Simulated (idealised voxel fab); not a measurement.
The following process module bears the name voxel air gaps.
Each square cell in cross-section cut measures 5 nm, and the section as a whole is 275 nm wide.
Cross-sections here: square-cell grids, written as top-down lists of bands, a band being one or more rows of cells. The band entry comprises the height of the band's top followed by the height of its bottom, expressed in nm, and subsequently the band's materials from left to right, each stated together with its width in nm. Where a single material is marked with the word "everywhere", that material fills the band from edge to edge. The word "blank" represents empty space. Ref level 0: as-received wafer is one material below here. Bottom band extends down with no lower bound ("0..down"). Width spec "30..40" -> top row of cells at first value, bottom row at second value, equal per-row change in between. Key: "no alterations made" - step with no changed cell in the cross-section. If an empty space has no open way to the top and is at least 8 cells in size, "Sealed internal cavities" lists it, written width x height at distance, where distance is measured from the left edge and every value is in nm. On a step's line, text after the settings is the simulator commenting on that step. overlay nm: how far to the right of its planned place the mask lay on this masked step (negative: to the left).

Steps in the process plan
- 1: RECEIVE (material Si)
- 2: CONFORMAL_DEP (material SiO2; thk nm 10)
- 3: CONFORMAL_DEP (material SiCN; thk nm 5)
- 4: DIRECTIONAL_DEP (material SiO2; thk nm 35)
- 5: MASKED_ETCH (tone open; mask id LINES; width nm 20; pitch nm 45; etch materials SiO2; depth nm 35; overlay nm 0)
- 6: CONFORMAL_DEP (material TiN; thk nm 5)
- 7: FILL_DEP (material Ru; thk nm 5)
- 8: CMP (height nm 50)
- 9: EPI (material Ru; thk nm 10)
- 10: SELECTIVE_ETCH (etch materials SiO2; depth nm 45)
- 11: CONFORMAL_DEP (material SiCN; thk nm 5)

This is the cross-section of the wafer as we received it, i.e. after step 1
> 0..down | Si everywhere
> Sealed internal cavities: none

Cross-sectional image of the first of two wafers at the end of the module, the run having proceeded as planned
> 65..60 | blank=65 | SiCN=140 | blank=70
> 60..50 | blank=65 | SiCN=5 | Ru=40 | SiCN=5 | Ru=40 | SiCN=5 | Ru=40 | SiCN=5 | blank=70
> 50..45 | blank=65 | SiCN=15 | TiN=5 | Ru=10 | TiN=5 | SiCN=25 | TiN=5 | Ru=10 | TiN=5 | SiCN=25 | TiN=5 | Ru=10 | TiN=5 | SiCN=15 | blank=70
> 45..20 | blank=75 | SiCN=5 | TiN=5 | Ru=10 | TiN=5 | SiCN=5 | blank=15 | SiCN=5 | TiN=5 | Ru=10 | TiN=5 | SiCN=5 | blank=15 | SiCN=5 | TiN=5 | Ru=10 | TiN=5 | SiCN=5 | blank=80
> 20..15 | SiCN=80 | TiN=20 | SiCN=25 | TiN=20 | SiCN=25 | TiN=20 | SiCN=85
> 15..10 | SiCN everywhere
> 10..0 | SiO2 everywhere
> 0..down | Si everywhere
> Sealed internal cavities: 15 x 25 at 105; 15 x 25 at 150

Second wafer through the module, sectioned at the end: same beginning and same plan as the first wafer, with one mistake in carrying it out
> 65..60 | blank=65 | SiCN=140 | blank=70
> 60..50 | blank=65 | SiCN=5 | Ru=40 | SiCN=5 | Ru=40 | SiCN=5 | Ru=40 | SiCN=5 | blank=70
> 50..20 | blank=65 | SiCN=5 | Ru=10 | TiN=5 | Ru=10 | TiN=5 | Ru=10 | SiCN=5 | Ru=10 | TiN=5 | Ru=10 | TiN=5 | Ru=10 | SiCN=5 | Ru=10 | TiN=5 | Ru=10 | TiN=5 | Ru=10 | SiCN=5 | blank=70
> 20..15 | SiCN=70 | Ru=10 | TiN=20 | Ru=10 | SiCN=5 | Ru=10 | TiN=20 | Ru=10 | SiCN=5 | Ru=10 | TiN=20 | Ru=10 | SiCN=75
> 15..10 | SiCN everywhere
> 10..0 | SiO2 everywhere
> 0..down | Si everywhere
> Sealed internal cavities: none
Heads up, the wafer didn't run the way we planned it: the run placed steps 9 and 10 each in the position the plan gave to the other
Heads up, by the end the second wafer has more or fewer cells of some materials compared to the first: Ru +84; SiCN -34
The final tally of closed voids stands at 2 on the first wafer and 0 on the second.
